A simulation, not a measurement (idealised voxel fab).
Presented below is a process module, voxel wiring stack.
Section cut is 230 nm wide and gridded with 5 nm square cells.
If you're reading a cross-section in this doc, picture square cells in a grid; it comes to you as bands, top ones listed first down to the bottom, and a band can be one or more rows of cells. The entry gives the band's vertical extent as a top height and a bottom height in nm, then its horizontal make-up as materials from left to right, each with a width in nm. "blank" stands for empty space; a single material marked "all across" fills the band edge to edge. Note: height 0 marks the level under which the wafer is uniformly one material as received. Lowest band unbounded below, written "0 and below". Width "30 to 40": first value at the band's top row of cells, second value at its bottom row, equal change from row to row. Key: "remains unaltered" - step with no changed cell in the cross-section. Look at "Unvented internal voids" for the closed voids: empty spaces with no open path to the top, sized 8 cells or up. Each is width x height at distance, distance from the left edge, all nm. Where a step's line continues beyond its settings, the continuation is a remark by the simulator itself on that step. On any step carrying a mask, the "overlay nm" setting, if present on the step's line, tells how far right of its planned place the mask lay; negative values point to the left. So the way this works: pairs, before and after one process step. The after picture only goes down to the lowest band that actually changed, nothing below. Step and its settings are under each pair. And watch out, pairs might come from different runs of this module, same starting wafer though, so a pair only follows on from the one above if its "Before this step" entry tells you so.

### Before this step
> 100 down to 90: 80 nm lowk, then 15 nm blank, then 135 nm lowk
> 90 down to 85: SiCN all across
> 85 down to 60: 80 nm lowk, then 5 nm TiN, then 15 nm Cu, then 5 nm TiN, then 15 nm lowk, then 5 nm TiN, then 15 nm Cu, then 5 nm TiN, then 85 nm lowk
> 60 down to 55: 80 nm SiCN, then 25 nm TiN, then 15 nm SiCN, then 25 nm TiN, then 85 nm SiCN
> 55 down to 45: lowk all across
> 45 down to 40: 75 nm lowk, then 35 nm SiCN, then 5 nm lowk, then 35 nm SiCN, then 80 nm lowk
> 40 down to 15: 75 nm lowk, then 5 nm SiCN, then 25 nm W, then 5 nm SiCN, then 5 nm lowk, then 5 nm SiCN, then 25 nm W, then 5 nm SiCN, then 80 nm lowk
> 15 down to 10: 80 nm SiCN, then 25 nm TiN, then 15 nm SiCN, then 25 nm TiN, then 85 nm SiCN
> 10 down to 0: SiO2 all across
> 0 and below: Si all across
> Unvented internal voids: none

### Step Result
> 100 down to 90: 80 nm lowk, then 15 nm blank, then 135 nm lowk
> 90 down to 85: 80 nm SiCN, then 15 nm blank, then 135 nm SiCN
> Note: structure below 85 unchanged.
> Unvented internal voids: none
What process step lies between the two cross-sections above? MASKED_ETCH with tone open, mask id PLUG_2, width nm 15, etch materials SiCN, depth nm 5, overlay nm 0

Before this step: The initial state for this step is given by the after cross-section of the immediately preceding pair.

### Step Result
> 105 down to 100: 85 nm TiN, then 5 nm blank, then 140 nm TiN
> 100 down to 90: 80 nm lowk, then 5 nm TiN, then 5 nm blank, then 5 nm TiN, then 135 nm lowk
> 90 down to 85: 80 nm SiCN, then 15 nm TiN, then 135 nm SiCN
> Note: structure below 85 unchanged.
> Unvented internal voids: none
What process step lies between the two cross-sections above? CONFORMAL_DEP with material TiN, thk nm 5

Before this step: The initial state for this step is given by the after cross-section of the immediately preceding pair.

### Step Result
> 110 down to 105: Cu all across
> 105 down to 100: 85 nm TiN, then 5 nm Cu, then 140 nm TiN
> 100 down to 90: 80 nm lowk, then 5 nm TiN, then 5 nm Cu, then 5 nm TiN, then 135 nm lowk
> Note: structure below 90 unchanged.
> Unvented internal voids: none
What process step lies between the two cross-sections above? FILL_DEP with material Cu, thk nm 5

Before this step: The initial state for this step is given by the after cross-section of the immediately preceding pair.

### Step Result
> 100 down to 90: 80 nm lowk, then 5 nm TiN, then 5 nm Cu, then 5 nm TiN, then 135 nm lowk
> Note: structure below 90 unchanged.
> Unvented internal voids: none
What process step lies between the two cross-sections above? CMP with height nm 100

Before this step: The initial state for this step is given by the after cross-section of the immediately preceding pair.

### Step Result
> 105 down to 100: TiN all across
> Note: structure below 100 unchanged.
> Unvented internal voids: none
What process step lies between the two cross-sections above? DIRECTIONAL_DEP with material TiN, thk nm 5

Before this step: The initial state for this step is given by the after cross-section of the immediately preceding pair.

### Step Result
> 130 down to 105: W all across
> Note: structure below 105 unchanged.
> Unvented internal voids: none
What process step lies between the two cross-sections above? DIRECTIONAL_DEP with material W, thk nm 25

Before this step: The initial state for this step is given by the after cross-section of the immediately preceding pair.

### Step Result
> 140 down to 130: aC all across
> Note: structure below 130 unchanged.
> Unvented internal voids: none
What process step lies between the two cross-sections above? DIRECTIONAL_DEP with material aC, thk nm 10

Before this step: The initial state for this step is given by the after cross-section of the immediately preceding pair.

### Step Result
> 165 down to 140: 80 nm blank, then 25 nm resist, then 15 nm blank, then 25 nm resist, then 85 nm blank
> Note: structure below 140 unchanged.
> Unvented internal voids: none
What process step lies between the two cross-sections above? PATTERN with tone cover, mask id METAL_3, material resist, width nm 25, pitch nm 40, thk nm 25, overlay nm 0

Before this step: The initial state for this step is given by the after cross-section of the immediately preceding pair.

### Step Result
> 155 down to 140: 80 nm blank, then 25 nm resist, then 15 nm blank, then 25 nm resist, then 85 nm blank
> 140 down to 130: 80 nm blank, then 25 nm aC, then 15 nm blank, then 25 nm aC, then 85 nm blank
> Note: structure below 130 unchanged.
> Unvented internal voids: none
What process step lies between the two cross-sections above? DIRECTIONAL_ETCH with etch materials aC, depth nm 10

Before this step: The initial state for this step is given by the after cross-section of the immediately preceding pair.

### Step Result
> 140 down to 130: 80 nm blank, then 25 nm aC, then 15 nm blank, then 25 nm aC, then 85 nm blank
> Note: structure below 130 unchanged.
> Unvented internal voids: none
What process step lies between the two cross-sections above? STRIP with etch materials resist

Before this step: The initial state for this step is given by the after cross-section of the immediately preceding pair.

### Step Result
> 140 down to 130: 80 nm blank, then 25 nm aC, then 15 nm blank, then 25 nm aC, then 85 nm blank
> 130 down to 105: 80 nm blank, then 25 nm W, then 15 nm blank, then 25 nm W, then 85 nm blank
> Note: structure below 105 unchanged.
> Unvented internal voids: none
What process step lies between the two cross-sections above? DIRECTIONAL_ETCH with etch materials W, depth nm 25

Before this step: The initial state for this step is given by the after cross-section of the immediately preceding pair.

### Step Result
> 140 down to 130: 80 nm blank, then 25 nm aC, then 15 nm blank, then 25 nm aC, then 85 nm blank
> 130 down to 105: 80 nm blank, then 25 nm W, then 15 nm blank, then 25 nm W, then 85 nm blank
> 105 down to 100: 80 nm blank, then 25 nm TiN, then 15 nm blank, then 25 nm TiN, then 85 nm blank
> Note: structure below 100 unchanged.
> Unvented internal voids: none
What process step lies between the two cross-sections above? DIRECTIONAL_ETCH with etch materials TiN, depth nm 5

Before this step: The initial state for this step is given by the after cross-section of the immediately preceding pair.

### Step Result
> 130 down to 105: 80 nm blank, then 25 nm W, then 15 nm blank, then 25 nm W, then 85 nm blank
> Note: structure below 105 unchanged.
> Unvented internal voids: none
What process step lies between the two cross-sections above? STRIP with etch materials aC

Before this step: The initial state for this step is given by the after cross-section of the immediately preceding pair.

### Step Result
> 140 down to 130: lowk all across
> 130 down to 105: 80 nm lowk, then 25 nm W, then 15 nm lowk, then 25 nm W, then 85 nm lowk
> 105 down to 100: 80 nm lowk, then 25 nm TiN, then 15 nm lowk, then 25 nm TiN, then 85 nm lowk
> Note: structure below 100 unchanged.
> Unvented internal voids: none
What process step lies between the two cross-sections above? FILL_DEP with material lowk, thk nm 10

Before this step: The initial state for this step is given by the after cross-section of the immediately preceding pair.

### Step Result
> 130 down to 105: 80 nm lowk, then 25 nm W, then 15 nm lowk, then 25 nm W, then 85 nm lowk
> Note: structure below 105 unchanged.
> Unvented internal voids: none
What process step lies between the two cross-sections above? CMP with height nm 130

Before this step: The initial state for this step is given by the after cross-section of the immediately preceding pair.

### Step Result
> 135 down to 130: SiCN all across
> Note: structure below 130 unchanged.
> Unvented internal voids: none
What process step lies between the two cross-sections above? CONFORMAL_DEP with material SiCN, thk nm 5

Before this step: The initial state for this step is given by the after cross-section of the immediately preceding pair.

### Step Result
> 145 down to 135: lowk all across
> Note: structure below 135 unchanged.
> Unvented internal voids: none
What process step lies between the two cross-sections above? DIRECTIONAL_DEP with material lowk, thk nm 10

Before this step: The initial state for this step is given by the after cross-section of the immediately preceding pair.

### Step Result
> 145 down to 135: 80 nm lowk, then 15 nm blank, then 135 nm lowk
> Note: structure below 135 unchanged.
> Unvented internal voids: none
What process step lies between the two cross-sections above? MASKED_ETCH with tone open, mask id PLUG_3, width nm 15, etch materials lowk, depth nm 10, overlay nm 0

Before this step: The initial state for this step is given by the after cross-section of the immediately preceding pair.

### Step Result
> 145 down to 135: 80 nm lowk, then 15 nm blank, then 135 nm lowk
> 135 down to 130: 80 nm SiCN, then 15 nm blank, then 135 nm SiCN
> Note: structure below 130 unchanged.
> Unvented internal voids: none
What process step lies between the two cross-sections above? MASKED_ETCH with tone open, mask id PLUG_3, width nm 15, etch materials SiCN, depth nm 5, overlay nm 0

Before this step: The initial state for this step is given by the after cross-section of the immediately preceding pair.

### Step Result
> 150 down to 145: 85 nm TiN, then 5 nm blank, then 140 nm TiN
> 145 down to 135: 80 nm lowk, then 5 nm TiN, then 5 nm blank, then 5 nm TiN, then 135 nm lowk
> 135 down to 130: 80 nm SiCN, then 15 nm TiN, then 135 nm SiCN
> Note: structure below 130 unchanged.
> Unvented internal voids: none
What process step lies between the two cross-sections above? CONFORMAL_DEP with material TiN, thk nm 5

Before this step: The initial state for this step is given by the after cross-section of the immediately preceding pair.

### Step Result
> 160 down to 150: W all across
> 150 down to 145: 85 nm TiN, then 5 nm W, then 140 nm TiN
> 145 down to 135: 80 nm lowk, then 5 nm TiN, then 5 nm W, then 5 nm TiN, then 135 nm lowk
> Note: structure below 135 unchanged.
> Unvented internal voids: none
What process step lies between the two cross-sections above? FILL_DEP with material W, thk nm 10

Before this step: The initial state for this step is given by the after cross-section of the immediately preceding pair.

### Step Result
> 145 down to 135: 80 nm lowk, then 5 nm TiN, then 5 nm W, then 5 nm TiN, then 135 nm lowk
> Note: structure below 135 unchanged.
> Unvented internal voids: none
What process step lies between the two cross-sections above? CMP with height nm 145

Before this step: The initial state for this step is given by the after cross-section of the immediately preceding pair.

### Step Result
> 150 down to 145: SiN all across
> Note: structure below 145 unchanged.
> Unvented internal voids: none
What process step lies between the two cross-sections above? CONFORMAL_DEP with material SiN, thk nm 5

Before this step: The initial state for this step is given by the after cross-section of the immediately preceding pair.

### Step Result
> 175 down to 150: SiO2 all across
> Note: structure below 150 unchanged.
> Unvented internal voids: none
What process step lies between the two cross-sections above? DIRECTIONAL_DEP with material SiO2, thk nm 25

Before this step: The initial state for this step is given by the after cross-section of the immediately preceding pair.

### Step Result
> 175 down to 150: 80 nm SiO2, then 25 nm blank, then 15 nm SiO2, then 25 nm blank, then 85 nm SiO2
> Note: structure below 150 unchanged.
> Unvented internal voids: none
What process step lies between the two cross-sections above? MASKED_ETCH with tone open, mask id METAL_4, width nm 25, pitch nm 40, etch materials SiO2, depth nm 25, overlay nm 0

Before this step: The initial state for this step is given by the after cross-section of the immediately preceding pair.

### Step Result
> 175 down to 150: 80 nm SiO2, then 25 nm blank, then 15 nm SiO2, then 25 nm blank, then 85 nm SiO2
> 150 down to 145: 80 nm SiN, then 25 nm blank, then 15 nm SiN, then 25 nm blank, then 85 nm SiN
> Note: structure below 145 unchanged.
> Unvented internal voids: none
What process step lies between the two cross-sections above? MASKED_ETCH with tone open, mask id METAL_4, width nm 25, pitch nm 40, etch materials SiN, depth nm 5, overlay nm 0

Before this step: The initial state for this step is given by the after cross-section of the immediately preceding pair.

### Step Result
> 180 down to 175: 85 nm TiN, then 15 nm blank, then 25 nm TiN, then 15 nm blank, then 90 nm TiN
> 175 down to 150: 80 nm SiO2, then 5 nm TiN, then 15 nm blank, then 5 nm TiN, then 15 nm SiO2, then 5 nm TiN, then 15 nm blank, then 5 nm TiN, then 85 nm SiO2
> 150 down to 145: 80 nm SiN, then 25 nm TiN, then 15 nm SiN, then 25 nm TiN, then 85 nm SiN
> Note: structure below 145 unchanged.
> Unvented internal voids: none
What process step lies between the two cross-sections above? CONFORMAL_DEP with material TiN, thk nm 5

Before this step: The initial state for this step is given by the after cross-section of the immediately preceding pair.

### Step Result
> 190 down to 180: Ru all across
> 180 down to 175: 85 nm TiN, then 15 nm Ru, then 25 nm TiN, then 15 nm Ru, then 90 nm TiN
> 175 down to 150: 80 nm SiO2, then 5 nm TiN, then 15 nm Ru, then 5 nm TiN, then 15 nm SiO2, then 5 nm TiN, then 15 nm Ru, then 5 nm TiN, then 85 nm SiO2
> Note: structure below 150 unchanged.
> Unvented internal voids: none
What process step lies between the two cross-sections above? FILL_DEP with material Ru, thk nm 10

Before this step: The initial state for this step is given by the after cross-section of the immediately preceding pair.

### Step Result
> 175 down to 150: 80 nm SiO2, then 5 nm TiN, then 15 nm Ru, then 5 nm TiN, then 15 nm SiO2, then 5 nm TiN, then 15 nm Ru, then 5 nm TiN, then 85 nm SiO2
> Note: structure below 150 unchanged.
> Unvented internal voids: none
What process step lies between the two cross-sections above? CMP with height nm 175

Before this step: The initial state for this step is given by the after cross-section of the immediately preceding pair.

### Step Result
> 180 down to 175: 75 nm blank, then 35 nm Ru, then 5 nm blank, then 35 nm Ru, then 80 nm blank
> Note: structure below 175 unchanged.
> Unvented internal voids: none
What process step lies between the two cross-sections above? EPI with material Ru, thk nm 5

Before this step: The initial state for this step is given by the after cross-section of the immediately preceding pair.

### Step Result
> 185 down to 180: SiCN all across
> 180 down to 175: 75 nm SiCN, then 35 nm Ru, then 5 nm SiCN, then 35 nm Ru, then 80 nm SiCN
> Note: structure below 175 unchanged.
> Unvented internal voids: none
What process step lies between the two cross-sections above? FILL_DEP with material SiCN, thk nm 5

### Before this step
> 40 down to 15: 75 nm lowk, then 5 nm SiCN, then 25 nm W, then 5 nm SiCN, then 5 nm lowk, then 5 nm SiCN, then 25 nm W, then 5 nm SiCN, then 80 nm lowk
> 15 down to 10: 80 nm SiCN, then 25 nm TiN, then 15 nm SiCN, then 25 nm TiN, then 85 nm SiCN
> 10 down to 0: SiO2 all across
> 0 and below: Si all across
> Unvented internal voids: none

### Step Result
> 50 down to 40: SiO2 all across
> Note: structure below 40 unchanged.
> Unvented internal voids: none
What process step lies between the two cross-sections above? DIRECTIONAL_DEP with material SiO2, thk nm 10

Before this step: The initial state for this step is given by the after cross-section of the immediately preceding pair.

### Step Result
> 55 down to 50: SiCN all across
> Note: structure below 50 unchanged.
> Unvented internal voids: none
What process step lies between the two cross-sections above? CONFORMAL_DEP with material SiCN, thk nm 5

Before this step: The initial state for this step is given by the after cross-section of the immediately preceding pair.

### Step Result
> 75 down to 55: 80 nm resist, then 15 nm blank, then 135 nm resist
> Note: structure below 55 unchanged.
> Unvented internal voids: none
What process step lies between the two cross-sections above? PATTERN with tone open, mask id PLUG_1, material resist, width nm 15, thk nm 20, overlay nm 0

Before this step: The initial state for this step is given by the after cross-section of the immediately preceding pair.

### Step Result
> 75 down to 55: 80 nm resist, then 15 nm blank, then 135 nm resist
> 55 down to 50: 80 nm SiCN, then 15 nm blank, then 135 nm SiCN
> Note: structure below 50 unchanged.
> Unvented internal voids: none
What process step lies between the two cross-sections above? DIRECTIONAL_ETCH with etch materials SiCN, depth nm 5

Before this step: The initial state for this step is given by the after cross-section of the immediately preceding pair.

### Step Result
> 55 down to 50: 80 nm SiCN, then 15 nm blank, then 135 nm SiCN
> Note: structure below 50 unchanged.
> Unvented internal voids: none
What process step lies between the two cross-sections above? STRIP with etch materials resist

Before this step: The initial state for this step is given by the after cross-section of the immediately preceding pair.

### Step Result
> 60 down to 55: 85 nm TiN, then 5 nm blank, then 140 nm TiN
> 55 down to 50: 80 nm SiCN, then 15 nm TiN, then 135 nm SiCN
> Note: structure below 50 unchanged.
> Unvented internal voids: none
What process step lies between the two cross-sections above? CONFORMAL_DEP with material TiN, thk nm 5

Before this step: The initial state for this step is given by the after cross-section of the immediately preceding pair.

### Step Result
> 65 down to 60: Ru all across
> 60 down to 55: 85 nm TiN, then 5 nm Ru, then 140 nm TiN
> Note: structure below 55 unchanged.
> Unvented internal voids: none
What process step lies between the two cross-sections above? FILL_DEP with material Ru, thk nm 5

Before this step: The initial state for this step is given by the after cross-section of the immediately preceding pair.

### Step Result
> 55 down to 50: 80 nm SiCN, then 15 nm TiN, then 135 nm SiCN
> Note: structure below 50 unchanged.
> Unvented internal voids: none
What process step lies between the two cross-sections above? CMP with height nm 55

Before this step: The initial state for this step is given by the after cross-section of the immediately preceding pair.

### Step Result
> 60 down to 55: SiCN all across
> Note: structure below 55 unchanged.
> Unvented internal voids: none
What process step lies between the two cross-sections above? CONFORMAL_DEP with material SiCN, thk nm 5

Before this step: The initial state for this step is given by the after cross-section of the immediately preceding pair.

### Step Result
> 85 down to 60: lowk all across
> Note: structure below 60 unchanged.
> Unvented internal voids: none
What process step lies between the two cross-sections above? DIRECTIONAL_DEP with material lowk, thk nm 25

Before this step: The initial state for this step is given by the after cross-section of the immediately preceding pair.

### Step Result
> 85 down to 60: 80 nm lowk, then 25 nm blank, then 15 nm lowk, then 25 nm blank, then 85 nm lowk
> Note: structure below 60 unchanged.
> Unvented internal voids: none
What process step lies between the two cross-sections above? MASKED_ETCH with tone open, mask id METAL_2, width nm 25, pitch nm 40, etch materials lowk, depth nm 25, overlay nm 0

Before this step: The initial state for this step is given by the after cross-section of the immediately preceding pair.

### Step Result
> 85 down to 60: 80 nm lowk, then 25 nm blank, then 15 nm lowk, then 25 nm blank, then 85 nm lowk
> 60 down to 55: 80 nm SiCN, then 25 nm blank, then 15 nm SiCN, then 25 nm blank, then 85 nm SiCN
> Note: structure below 55 unchanged.
> Unvented internal voids: none
What process step lies between the two cross-sections above? MASKED_ETCH with tone open, mask id METAL_2, width nm 25, pitch nm 40, etch materials SiCN, depth nm 5, overlay nm 0

Before this step: The initial state for this step is given by the after cross-section of the immediately preceding pair.

### Step Result
> 90 down to 85: 85 nm TiN, then 15 nm blank, then 25 nm TiN, then 15 nm blank, then 90 nm TiN
> 85 down to 60: 80 nm lowk, then 5 nm TiN, then 15 nm blank, then 5 nm TiN, then 15 nm lowk, then 5 nm TiN, then 15 nm blank, then 5 nm TiN, then 85 nm lowk
> 60 down to 55: 80 nm SiCN, then 25 nm TiN, then 15 nm SiCN, then 25 nm TiN, then 85 nm SiCN
> Note: structure below 55 unchanged.
> Unvented internal voids: none
What process step lies between the two cross-sections above? CONFORMAL_DEP with material TiN, thk nm 5

Before this step: The initial state for this step is given by the after cross-section of the immediately preceding pair.

### Step Result
> 95 down to 90: Cu all across
> 90 down to 85: 85 nm TiN, then 15 nm Cu, then 25 nm TiN, then 15 nm Cu, then 90 nm TiN
> 85 down to 60: 80 nm lowk, then 5 nm TiN, then 15 nm Cu, then 5 nm TiN, then 15 nm lowk, then 5 nm TiN, then 15 nm Cu, then 5 nm TiN, then 85 nm lowk
> Note: structure below 60 unchanged.
> Unvented internal voids: none
What process step lies between the two cross-sections above? FILL_DEP with material Cu, thk nm 5

Before this step: The initial state for this step is given by the after cross-section of the immediately preceding pair.

### Step Result
> 85 down to 60: 80 nm lowk, then 5 nm TiN, then 15 nm Cu, then 5 nm TiN, then 15 nm lowk, then 5 nm TiN, then 15 nm Cu, then 5 nm TiN, then 85 nm lowk
> Note: structure below 60 unchanged.
> Unvented internal voids: none
What process step lies between the two cross-sections above? CMP with height nm 85

Before this step: The initial state for this step is given by the after cross-section of the immediately preceding pair.

### Step Result
> 90 down to 85: SiCN all across
> Note: structure below 85 unchanged.
> Unvented internal voids: none
What process step lies between the two cross-sections above? CONFORMAL_DEP with material SiCN, thk nm 5

Before this step: The initial state for this step is given by the after cross-section of the immediately preceding pair.

### Step Result
> 100 down to 90: lowk all across
> Note: structure below 90 unchanged.
> Unvented internal voids: none
What process step lies between the two cross-sections above? DIRECTIONAL_DEP with material lowk, thk nm 10

Before this step: The initial state for this step is given by the after cross-section of the immediately preceding pair.

### Step Result
> 100 down to 90: 80 nm lowk, then 15 nm blank, then 135 nm lowk
> Note: structure below 90 unchanged.
> Unvented internal voids: none
What process step lies between the two cross-sections above? MASKED_ETCH with tone open, mask id PLUG_2, width nm 15, etch materials lowk, depth nm 10, overlay nm 0

Before this step: The initial state for this step is given by the after cross-section of the immediately preceding pair.

### Step Result
> 100 down to 90: 80 nm lowk, then 15 nm blank, then 135 nm lowk
> 90 down to 85: 80 nm SiCN, then 15 nm blank, then 135 nm SiCN
> Note: structure below 85 unchanged.
> Unvented internal voids: none
What process step lies between the two cross-sections above? MASKED_ETCH with tone open, mask id PLUG_2, width nm 15, etch materials SiCN, depth nm 5, overlay nm 0

Before this step: The initial state for this step is given by the after cross-section of the immediately preceding pair.

### Step Result
> 105 down to 100: 85 nm TiN, then 5 nm blank, then 140 nm TiN
> 100 down to 90: 80 nm lowk, then 5 nm TiN, then 5 nm blank, then 5 nm TiN, then 135 nm lowk
> 90 down to 85: 80 nm SiCN, then 15 nm TiN, then 135 nm SiCN
> Note: structure below 85 unchanged.
> Unvented internal voids: none
What process step lies between the two cross-sections above? CONFORMAL_DEP with material TiN, thk nm 5

Before this step: The initial state for this step is given by the after cross-section of the immediately preceding pair.

### Step Result
> 110 down to 105: Cu all across
> 105 down to 100: 85 nm TiN, then 5 nm Cu, then 140 nm TiN
> 100 down to 90: 80 nm lowk, then 5 nm TiN, then 5 nm Cu, then 5 nm TiN, then 135 nm lowk
> Note: structure below 90 unchanged.
> Unvented internal voids: none
What process step lies between the two cross-sections above? FILL_DEP with material Cu, thk nm 5

Before this step: The initial state for this step is given by the after cross-section of the immediately preceding pair.

### Step Result
> 100 down to 90: 80 nm lowk, then 5 nm TiN, then 5 nm Cu, then 5 nm TiN, then 135 nm lowk
> Note: structure below 90 unchanged.
> Unvented internal voids: none
What process step lies between the two cross-sections above? CMP with height nm 100

Before this step: The initial state for this step is given by the after cross-section of the immediately preceding pair.

### Step Result
> 105 down to 100: TiN all across
> Note: structure below 100 unchanged.
> Unvented internal voids: none
What process step lies between the two cross-sections above? DIRECTIONAL_DEP with material TiN, thk nm 5

Before this step: The initial state for this step is given by the after cross-section of the immediately preceding pair.

### Step Result
> 130 down to 105: W all across
> Note: structure below 105 unchanged.
> Unvented internal voids: none
What process step lies between the two cross-sections above? DIRECTIONAL_DEP with material W, thk nm 25

Before this step: The initial state for this step is given by the after cross-section of the immediately preceding pair.

### Step Result
> 140 down to 130: aC all across
> Note: structure below 130 unchanged.
> Unvented internal voids: none
What process step lies between the two cross-sections above? DIRECTIONAL_DEP with material aC, thk nm 10

Before this step: The initial state for this step is given by the after cross-section of the immediately preceding pair.

### Step Result
> 165 down to 140: 80 nm blank, then 25 nm resist, then 15 nm blank, then 25 nm resist, then 85 nm blank
> Note: structure below 140 unchanged.
> Unvented internal voids: none
What process step lies between the two cross-sections above? PATTERN with tone cover, mask id METAL_3, material resist, width nm 25, pitch nm 40, thk nm 25, overlay nm 0

Before this step: The initial state for this step is given by the after cross-section of the immediately preceding pair.

### Step Result
> 155 down to 140: 80 nm blank, then 25 nm resist, then 15 nm blank, then 25 nm resist, then 85 nm blank
> 140 down to 130: 80 nm blank, then 25 nm aC, then 15 nm blank, then 25 nm aC, then 85 nm blank
> Note: structure below 130 unchanged.
> Unvented internal voids: none
What process step lies between the two cross-sections above? DIRECTIONAL_ETCH with etch materials aC, depth nm 10

Before this step: The initial state for this step is given by the after cross-section of the immediately preceding pair.

### Step Result
> 140 down to 130: 80 nm blank, then 25 nm aC, then 15 nm blank, then 25 nm aC, then 85 nm blank
> Note: structure below 130 unchanged.
> Unvented internal voids: none
What process step lies between the two cross-sections above? STRIP with etch materials resist

Before this step: The initial state for this step is given by the after cross-section of the immediately preceding pair.

### Step Result
> 140 down to 130: 80 nm blank, then 25 nm aC, then 15 nm blank, then 25 nm aC, then 85 nm blank
> 130 down to 105: 80 nm blank, then 25 nm W, then 15 nm blank, then 25 nm W, then 85 nm blank
> Note: structure below 105 unchanged.
> Unvented internal voids: none
What process step lies between the two cross-sections above? DIRECTIONAL_ETCH with etch materials W, depth nm 25

Before this step: The initial state for this step is given by the after cross-section of the immediately preceding pair.

### Step Result
> 140 down to 130: 80 nm blank, then 25 nm aC, then 15 nm blank, then 25 nm aC, then 85 nm blank
> 130 down to 105: 80 nm blank, then 25 nm W, then 15 nm blank, then 25 nm W, then 85 nm blank
> 105 down to 100: 80 nm blank, then 25 nm TiN, then 15 nm blank, then 25 nm TiN, then 85 nm blank
> Note: structure below 100 unchanged.
> Unvented internal voids: none
What process step lies between the two cross-sections above? DIRECTIONAL_ETCH with etch materials TiN, depth nm 5

Before this step: The initial state for this step is given by the after cross-section of the immediately preceding pair.

### Step Result
> 130 down to 105: 80 nm blank, then 25 nm W, then 15 nm blank, then 25 nm W, then 85 nm blank
> Note: structure below 105 unchanged.
> Unvented internal voids: none
What process step lies between the two cross-sections above? STRIP with etch materials aC

Before this step: The initial state for this step is given by the after cross-section of the immediately preceding pair.

### Step Result
> 140 down to 130: lowk all across
> 130 down to 105: 80 nm lowk, then 25 nm W, then 15 nm lowk, then 25 nm W, then 85 nm lowk
> 105 down to 100: 80 nm lowk, then 25 nm TiN, then 15 nm lowk, then 25 nm TiN, then 85 nm lowk
> Note: structure below 100 unchanged.
> Unvented internal voids: none
What process step lies between the two cross-sections above? FILL_DEP with material lowk, thk nm 10

Before this step: The initial state for this step is given by the after cross-section of the immediately preceding pair.

### Step Result
> 130 down to 105: 80 nm lowk, then 25 nm W, then 15 nm lowk, then 25 nm W, then 85 nm lowk
> Note: structure below 105 unchanged.
> Unvented internal voids: none
What process step lies between the two cross-sections above? CMP with height nm 130

Before this step: The initial state for this step is given by the after cross-section of the immediately preceding pair.

### Step Result
> 135 down to 130: SiCN all across
> Note: structure below 130 unchanged.
> Unvented internal voids: none
What process step lies between the two cross-sections above? CONFORMAL_DEP with material SiCN, thk nm 5

Before this step: The initial state for this step is given by the after cross-section of the immediately preceding pair.

### Step Result
> 145 down to 135: lowk all across
> Note: structure below 135 unchanged.
> Unvented internal voids: none
What process step lies between the two cross-sections above? DIRECTIONAL_DEP with material lowk, thk nm 10

Before this step: The initial state for this step is given by the after cross-section of the immediately preceding pair.

### Step Result
> 145 down to 135: 80 nm lowk, then 15 nm blank, then 135 nm lowk
> Note: structure below 135 unchanged.
> Unvented internal voids: none
What process step lies between the two cross-sections above? MASKED_ETCH with tone open, mask id PLUG_3, width nm 15, etch materials lowk, depth nm 10, overlay nm 0

Before this step: The initial state for this step is given by the after cross-section of the immediately preceding pair.

### Step Result
> 145 down to 135: 80 nm lowk, then 15 nm blank, then 135 nm lowk
> 135 down to 130: 80 nm SiCN, then 15 nm blank, then 135 nm SiCN
> Note: structure below 130 unchanged.
> Unvented internal voids: none
What process step lies between the two cross-sections above? MASKED_ETCH with tone open, mask id PLUG_3, width nm 15, etch materials SiCN, depth nm 5, overlay nm 0

Before this step: The initial state for this step is given by the after cross-section of the immediately preceding pair.

### Step Result
> 150 down to 145: 85 nm TiN, then 5 nm blank, then 140 nm TiN
> 145 down to 135: 80 nm lowk, then 5 nm TiN, then 5 nm blank, then 5 nm TiN, then 135 nm lowk
> 135 down to 130: 80 nm SiCN, then 15 nm TiN, then 135 nm SiCN
> Note: structure below 130 unchanged.
> Unvented internal voids: none
What process step lies between the two cross-sections above? CONFORMAL_DEP with material TiN, thk nm 5

Before this step: The initial state for this step is given by the after cross-section of the immediately preceding pair.

### Step Result
> 160 down to 150: W all across
> 150 down to 145: 85 nm TiN, then 5 nm W, then 140 nm TiN
> 145 down to 135: 80 nm lowk, then 5 nm TiN, then 5 nm W, then 5 nm TiN, then 135 nm lowk
> Note: structure below 135 unchanged.
> Unvented internal voids: none
What process step lies between the two cross-sections above? FILL_DEP with material W, thk nm 10

Before this step: The initial state for this step is given by the after cross-section of the immediately preceding pair.

### Step Result
> 145 down to 135: 80 nm lowk, then 5 nm TiN, then 5 nm W, then 5 nm TiN, then 135 nm lowk
> Note: structure below 135 unchanged.
> Unvented internal voids: none
What process step lies between the two cross-sections above? CMP with height nm 145

Before this step: The initial state for this step is given by the after cross-section of the immediately preceding pair.

### Step Result
> 150 down to 145: SiN all across
> Note: structure below 145 unchanged.
> Unvented internal voids: none
What process step lies between the two cross-sections above? CONFORMAL_DEP with material SiN, thk nm 5

Before this step: The initial state for this step is given by the after cross-section of the immediately preceding pair.

### Step Result
> 175 down to 150: SiO2 all across
> Note: structure below 150 unchanged.
> Unvented internal voids: none
What process step lies between the two cross-sections above? DIRECTIONAL_DEP with material SiO2, thk nm 25

Before this step: The initial state for this step is given by the after cross-section of the immediately preceding pair.

### Step Result
> 175 down to 150: 80 nm SiO2, then 25 nm blank, then 15 nm SiO2, then 25 nm blank, then 85 nm SiO2
> Note: structure below 150 unchanged.
> Unvented internal voids: none
What process step lies between the two cross-sections above? MASKED_ETCH with tone open, mask id METAL_4, width nm 25, pitch nm 40, etch materials SiO2, depth nm 25, overlay nm 0

Before this step: The initial state for this step is given by the after cross-section of the immediately preceding pair.

### Step Result
> 175 down to 150: 80 nm SiO2, then 25 nm blank, then 15 nm SiO2, then 25 nm blank, then 85 nm SiO2
> 150 down to 145: 80 nm SiN, then 25 nm blank, then 15 nm SiN, then 25 nm blank, then 85 nm SiN
> Note: structure below 145 unchanged.
> Unvented internal voids: none
What process step lies between the two cross-sections above? MASKED_ETCH with tone open, mask id METAL_4, width nm 25, pitch nm 40, etch materials SiN, depth nm 5, overlay nm 0

Before this step: The initial state for this step is given by the after cross-section of the immediately preceding pair.

### Step Result
> 180 down to 175: 85 nm TiN, then 15 nm blank, then 25 nm TiN, then 15 nm blank, then 90 nm TiN
> 175 down to 150: 80 nm SiO2, then 5 nm TiN, then 15 nm blank, then 5 nm TiN, then 15 nm SiO2, then 5 nm TiN, then 15 nm blank, then 5 nm TiN, then 85 nm SiO2
> 150 down to 145: 80 nm SiN, then 25 nm TiN, then 15 nm SiN, then 25 nm TiN, then 85 nm SiN
> Note: structure below 145 unchanged.
> Unvented internal voids: none
What process step lies between the two cross-sections above? CONFORMAL_DEP with material TiN, thk nm 5
